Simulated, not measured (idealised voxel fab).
Process module name: voxel transistor to metal
FYI the section here is cut, 265 nm wide, cells are 5 nm squares.
Cross-sections here: square-cell grids, written as top-down lists of bands, a band being one or more rows of cells. This entry defines a band. It first specifies the height of the band's top and the height of its bottom in nm, and then specifies the band's materials from left to right, stating each material with its width in nm. The word "all across" identifies a single material that fills the band from edge to edge, while the word "empty" identifies empty space. The reference from which all heights are counted is 0, the level beneath which the as-received wafer is entirely one material; the lowest band, having no lower bound, proceeds downward and is written after the example "z 0 and below". Quick explanation for "30->40": the width changes in equal steps down the rows of cells, from the first number in the band's top row to the second number in its bottom row. Basically "no modifications" means that step didn't change any cell in the cross-section. For the entry "Sealed void inventory", the listed items are empty spaces with no open way to the top whose size is 8 cells or more; each item follows the pattern width x height at distance, where distance is from the left edge and all three are in nm. Text after the settings on a step's line: the simulator's own remark on that step. The "overlay nm" setting may appear on a step's line; for a step that uses a mask, it gives how far to the right of its planned position the mask lay, and a negative value indicates the left.
# Process steps foreseen in the plan
1. RECEIVE (material Si)
2. CONFORMAL_DEP (material SiO2; thk nm 5)
3. CONFORMAL_DEP (material SiN; thk nm 10)
4. PATTERN (tone cover; mask id ACTIVE; material resist; width nm 105; pitch nm 125; thk nm 15; overlay nm 0)
5. DIRECTIONAL_ETCH (etch materials SiN; depth nm 10)
6. DIRECTIONAL_ETCH (etch materials SiO2; depth nm 5)
7. DIRECTIONAL_ETCH (etch materials Si; depth nm 35)
8. STRIP (etch materials resist)
9. OXIDIZE (depth nm 5)
10. FILL_DEP (material SiO2; thk nm 15)
11. CMP (height nm 15)
12. SELECTIVE_ETCH (etch materials SiO2; depth nm 5)
13. STRIP (etch materials SiN)
14. SELECTIVE_ETCH (etch materials SiO2; depth nm 5)
15. OXIDIZE (depth nm 5)
16. DIRECTIONAL_DEP (material polySi; thk nm 20)
17. DIRECTIONAL_DEP (material SiCN; thk nm 15)
18. PATTERN (tone cover; mask id GATE; material resist; width nm 25; pitch nm 125; thk nm 20; overlay nm 0)
19. DIRECTIONAL_ETCH (etch materials SiCN; depth nm 25)
20. DIRECTIONAL_ETCH (etch materials polySi; depth nm 30)
21. STRIP (etch materials resist)
22. CONFORMAL_DEP (material SiO2; thk nm 5)
23. DIRECTIONAL_ETCH (etch materials SiO2; depth nm 5)
24. CONFORMAL_DEP (material SiN; thk nm 5)
25. DIRECTIONAL_ETCH (etch materials SiN; depth nm 5)
26. DIRECTIONAL_ETCH (etch materials SiO2; depth nm 5)
27. DIRECTIONAL_ETCH (etch materials Si; depth nm 15)
28. EPI (material pSi; thk nm 20)
29. FILL_DEP (material SiO2; thk nm 5)
30. CMP (height nm 35)
31. DIRECTIONAL_DEP (material SiO2; thk nm 15)
32. MASKED_ETCH (tone open; mask id CONTACT; width nm 30; etch materials SiO2; depth nm 50; overlay nm 0)
33. CONFORMAL_DEP (material TiN; thk nm 5)
34. FILL_DEP (material W; thk nm 5)
35. CMP (height nm 50)
36. CONFORMAL_DEP (material SiCN; thk nm 5)
37. DIRECTIONAL_DEP (material lowk; thk nm 20)
38. MASKED_ETCH (tone open; mask id METAL_1; width nm 20; etch materials lowk; depth nm 20; overlay nm 0)
39. MASKED_ETCH (tone open; mask id METAL_1; width nm 20; etch materials SiCN; depth nm 5; overlay nm 0)
40. CONFORMAL_DEP (material TiN; thk nm 5)
41. FILL_DEP (material Cu; thk nm 5)
42. CMP (height nm 75)
43. CONFORMAL_DEP (material SiCN; thk nm 5)
44. DIRECTIONAL_DEP (material lowk; thk nm 35)
45. PATTERN (tone open; mask id METAL_2_HOLES; material resist; width nm 15; pitch nm 125; thk nm 15; overlay nm 0)
46. DIRECTIONAL_ETCH (etch materials lowk; depth nm 35)
47. STRIP (etch materials resist)
48. DIRECTIONAL_DEP (material aC; thk nm 10)
49. PATTERN (tone open; mask id METAL_2; material resist; width nm 20; pitch nm 125; thk nm 25; overlay nm 0)
50. DIRECTIONAL_ETCH (etch materials aC; depth nm 10)
51. STRIP (etch materials resist)
52. DIRECTIONAL_ETCH (etch materials lowk; depth nm 20)
53. DIRECTIONAL_ETCH (etch materials SiCN; depth nm 5)
54. STRIP (etch materials aC)
55. CONFORMAL_DEP (material TiN; thk nm 5)
56. FILL_DEP (material Cu; thk nm 10)
57. CMP (height nm 115)
58. CONFORMAL_DEP (material SiN; thk nm 5)
# Cross-section: wafer on arrival = after step 1
  z 0 and below  Si all across
  Sealed void inventory: none
# First of two wafers, end-of-module section, run followed plan
  z 120 to 115  SiN all across
  z 115 to 100  lowk 20 nm; TiN 5 nm; Cu 10 nm; TiN 5 nm; lowk 105 nm; TiN 5 nm; Cu 10 nm; TiN 5 nm; lowk 100 nm
  z 100 to 95  lowk 20 nm; TiN 5 nm; Cu 5 nm; TiN 10 nm; lowk 105 nm; TiN 5 nm; Cu 5 nm; TiN 10 nm; lowk 100 nm
  z 95 to 80  lowk 20 nm; TiN 5 nm; Cu 5 nm; TiN 5 nm; lowk 110 nm; TiN 5 nm; Cu 5 nm; TiN 5 nm; lowk 105 nm
  z 80 to 75  SiCN 20 nm; TiN 15 nm; SiCN 110 nm; TiN 15 nm; SiCN 105 nm
  z 75 to 55  lowk 20 nm; TiN 5 nm; Cu 10 nm; TiN 5 nm; lowk 55 nm; TiN 5 nm; Cu 10 nm; TiN 5 nm; lowk 30 nm; TiN 5 nm; Cu 10 nm; TiN 5 nm; lowk 55 nm; TiN 5 nm; Cu 10 nm; TiN 5 nm; lowk 25 nm
  z 55 to 50  SiCN 20 nm; TiN 20 nm; SiCN 55 nm; TiN 20 nm; SiCN 30 nm; TiN 20 nm; SiCN 55 nm; TiN 20 nm; SiCN 25 nm
  z 50 to 40  SiO2 20 nm; TiN 5 nm; W 20 nm; TiN 5 nm; SiO2 35 nm; TiN 5 nm; W 20 nm; TiN 5 nm; SiO2 30 nm; TiN 5 nm; W 20 nm; TiN 5 nm; SiO2 35 nm; TiN 5 nm; W 20 nm; TiN 5 nm; SiO2 25 nm
  z 40 to 35  SiO2 20 nm; TiN 5 nm; W 15 nm; TiN 10 nm; SiO2 35 nm; TiN 10 nm; W 15 nm; TiN 5 nm; SiO2 30 nm; TiN 5 nm; W 15 nm; TiN 10 nm; SiO2 35 nm; TiN 10 nm; W 15 nm; TiN 5 nm; SiO2 25 nm
  z 35 to 20  SiO2 20 nm; TiN 5 nm; W 15 nm; TiN 5 nm; SiN 5 nm; SiO2 5 nm; SiCN 25 nm; SiO2 5 nm; SiN 5 nm; TiN 5 nm; W 15 nm; TiN 5 nm; SiO2 30 nm; TiN 5 nm; W 15 nm; TiN 5 nm; SiN 5 nm; SiO2 5 nm; SiCN 25 nm; SiO2 5 nm; SiN 5 nm; TiN 5 nm; W 15 nm; TiN 5 nm; SiO2 25 nm
  z 20 to 15  SiO2 20 nm; TiN 25 nm; SiN 5 nm; SiO2 5 nm; polySi 25 nm; SiO2 5 nm; SiN 5 nm; TiN 25 nm; SiO2 30 nm; TiN 25 nm; SiN 5 nm; SiO2 5 nm; polySi 25 nm; SiO2 5 nm; SiN 5 nm; TiN 25 nm; SiO2 25 nm
  z 15 to 5  SiO2 20 nm; TiN 5 nm; pSi 20 nm; SiN 5 nm; SiO2 5 nm; polySi 25 nm; SiO2 5 nm; SiN 5 nm; pSi 20 nm; TiN 5 nm; SiO2 30 nm; TiN 5 nm; pSi 20 nm; SiN 5 nm; SiO2 5 nm; polySi 25 nm; SiO2 5 nm; SiN 5 nm; pSi 20 nm; TiN 5 nm; SiO2 25 nm
  z 5 to 0  SiO2 15 nm; SiN 5 nm; TiN 5 nm; pSi 20 nm; SiN 5 nm; SiO2 5 nm; polySi 25 nm; SiO2 5 nm; SiN 5 nm; pSi 20 nm; TiN 5 nm; SiN 5 nm; SiO2 20 nm; SiN 5 nm; TiN 5 nm; pSi 20 nm; SiN 5 nm; SiO2 5 nm; polySi 25 nm; SiO2 5 nm; SiN 5 nm; pSi 20 nm; TiN 5 nm; SiN 5 nm; SiO2 20 nm
  z 0 to -5  SiO2 20 nm; pSi 25 nm; SiO2 45 nm; pSi 25 nm; SiO2 30 nm; pSi 25 nm; SiO2 45 nm; pSi 25 nm; SiO2 25 nm
  z -5 to -20  SiO2 20 nm; pSi 25 nm; Si 45 nm; pSi 25 nm; SiO2 30 nm; pSi 25 nm; Si 45 nm; pSi 25 nm; SiO2 25 nm
  z -20 to -40  SiO2 20 nm; Si 95 nm; SiO2 30 nm; Si 95 nm; SiO2 25 nm
  z -40 and below  Si all across
  Sealed void inventory: none
# Wafer two, end of module, cross-section. Same start, same plan as wafer one. One mistake in the run
  z 120 to 115  SiN all across
  z 115 to 100  lowk 20 nm; TiN 5 nm; Cu 10 nm; TiN 5 nm; lowk 105 nm; TiN 5 nm; Cu 10 nm; TiN 5 nm; lowk 100 nm
  z 100 to 95  lowk 20 nm; TiN 5 nm; Cu 5 nm; TiN 10 nm; lowk 105 nm; TiN 5 nm; Cu 5 nm; TiN 10 nm; lowk 100 nm
  z 95 to 80  lowk 20 nm; TiN 5 nm; Cu 5 nm; TiN 5 nm; lowk 110 nm; TiN 5 nm; Cu 5 nm; TiN 5 nm; lowk 105 nm
  z 80 to 75  SiCN 20 nm; TiN 15 nm; SiCN 110 nm; TiN 15 nm; SiCN 105 nm
  z 75 to 55  lowk 20 nm; TiN 5 nm; Cu 10 nm; TiN 5 nm; lowk 55 nm; TiN 5 nm; Cu 10 nm; TiN 5 nm; lowk 30 nm; TiN 5 nm; Cu 10 nm; TiN 5 nm; lowk 55 nm; TiN 5 nm; Cu 10 nm; TiN 5 nm; lowk 25 nm
  z 55 to 50  SiCN 20 nm; TiN 20 nm; SiCN 55 nm; TiN 20 nm; SiCN 30 nm; TiN 20 nm; SiCN 55 nm; TiN 20 nm; SiCN 25 nm
  z 50 to 40  SiO2 20 nm; TiN 5 nm; W 20 nm; TiN 5 nm; SiO2 35 nm; TiN 5 nm; W 20 nm; TiN 5 nm; SiO2 30 nm; TiN 5 nm; W 20 nm; TiN 5 nm; SiO2 35 nm; TiN 5 nm; W 20 nm; TiN 5 nm; SiO2 25 nm
  z 40 to 35  SiO2 20 nm; TiN 5 nm; W 15 nm; TiN 10 nm; SiO2 35 nm; TiN 10 nm; W 15 nm; TiN 5 nm; SiO2 30 nm; TiN 5 nm; W 15 nm; TiN 10 nm; SiO2 35 nm; TiN 10 nm; W 15 nm; TiN 5 nm; SiO2 25 nm
  z 35 to 20  SiO2 20 nm; TiN 5 nm; W 15 nm; TiN 5 nm; SiN 5 nm; SiO2 5 nm; SiCN 25 nm; SiO2 5 nm; SiN 5 nm; TiN 5 nm; W 15 nm; TiN 5 nm; SiO2 30 nm; TiN 5 nm; W 15 nm; TiN 5 nm; SiN 5 nm; SiO2 5 nm; SiCN 25 nm; SiO2 5 nm; SiN 5 nm; TiN 5 nm; W 15 nm; TiN 5 nm; SiO2 25 nm
  z 20 to 15  SiO2 20 nm; TiN 25 nm; SiN 5 nm; SiO2 5 nm; polySi 25 nm; SiO2 5 nm; SiN 5 nm; TiN 25 nm; SiO2 30 nm; TiN 25 nm; SiN 5 nm; SiO2 5 nm; polySi 25 nm; SiO2 5 nm; SiN 5 nm; TiN 25 nm; SiO2 25 nm
  z 15 to 5  SiO2 20 nm; TiN 5 nm; pSi 20 nm; SiN 5 nm; SiO2 5 nm; polySi 25 nm; SiO2 5 nm; SiN 5 nm; pSi 20 nm; TiN 5 nm; SiO2 30 nm; TiN 5 nm; pSi 20 nm; SiN 5 nm; SiO2 5 nm; polySi 25 nm; SiO2 5 nm; SiN 5 nm; pSi 20 nm; TiN 5 nm; SiO2 25 nm
  z 5 to 0  SiO2 15 nm; SiN 5 nm; TiN 5 nm; pSi 20 nm; SiN 5 nm; SiO2 5 nm; polySi 25 nm; SiO2 5 nm; SiN 5 nm; pSi 20 nm; TiN 5 nm; SiN 5 nm; SiO2 20 nm; SiN 5 nm; TiN 5 nm; pSi 20 nm; SiN 5 nm; SiO2 5 nm; polySi 25 nm; SiO2 5 nm; SiN 5 nm; pSi 20 nm; TiN 5 nm; SiN 5 nm; SiO2 20 nm
  z 0 to -5  SiO2 20 nm; pSi 25 nm; SiO2 45 nm; pSi 25 nm; SiO2 30 nm; pSi 25 nm; SiO2 45 nm; pSi 25 nm; SiO2 25 nm
  z -5 to -20  SiO2 20 nm; pSi 25 nm; Si 45 nm; pSi 25 nm; SiO2 30 nm; pSi 25 nm; Si 45 nm; pSi 25 nm; SiO2 25 nm
  z -20 to -75  SiO2 20 nm; Si 95 nm; SiO2 30 nm; Si 95 nm; SiO2 25 nm
  z -75 and below  Si all across
  Sealed void inventory: none
Processing error: plan step 7 was twice executed
Final cells, second wafer relative to first, materials higher or lower: Si -105, SiO2 +105
